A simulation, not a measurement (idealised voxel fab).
Process module, titled voxel fin reveal
In the cross-section labelled cut, the width is 285 nm and each square cell is 5 nm.
We lay out every cross-section as a grid of square cells and spell it out in bands from the top down, where one band means one or more rows of cells.
Top, bottom (nm), then materials left to right with widths (nm); lone material tagged "all across" fills the whole band edge to edge; "empty" = empty space.
Ref level 0: as-received wafer is one material below here. Bottom band extends down with no lower bound ("from 0 down").
A width given as "30 to 40" starts at the first number in the band's top row and ends at the second number in its bottom row, shifting by an equal amount at every step from row to row.
Key: "identical to before" - step with no changed cell in the cross-section.
If an empty space has no open way to the top and is at least 8 cells in size, "Closed void list" lists it, written width x height at distance, where distance is measured from the left edge and every value is in nm.
On a step's line, text after the settings is the simulator commenting on that step.
You can add "overlay nm" to a step's line. For a step with a mask, it describes how far the mask lay to the right of its planned position, and a negative number describes a lay to the left.

### Process steps foreseen in the plan
1 RECEIVE, material Si
2 CONFORMAL_DEP, material SiN, thk nm 10
3 MASKED_ETCH, tone cover, mask id FINS, width nm 15, pitch nm 35, etch materials SiN, depth nm 10, overlay nm 0
4 MASKED_ETCH, tone cover, mask id FINS, width nm 15, pitch nm 35, etch materials Si, depth nm 30, overlay nm 0
5 OXIDIZE, depth nm 5
6 FILL_DEP, material SiO2, thk nm 15
7 CMP, height nm 10
8 SELECTIVE_ETCH, etch materials SiO2, depth nm 30
9 STRIP, etch materials SiN

### As-received wafer cross-section (after step 1)
from 0 down | Si all across
Closed void list: none

### Final wafer profile in cross-section after the module, from the same start and plan as above, with one mistake made during processing
from 0 to -5 | empty (120) / Si (5) / empty (30) / Si (5) / empty (125)
from -5 to -35 | SiO2 (120) / Si (5) / SiO2 (30) / Si (5) / SiO2 (125)
from -35 down | Si all across
Closed void list: none
The mistake made against the process plan was this: the plan's step 7 was left out and never carried out
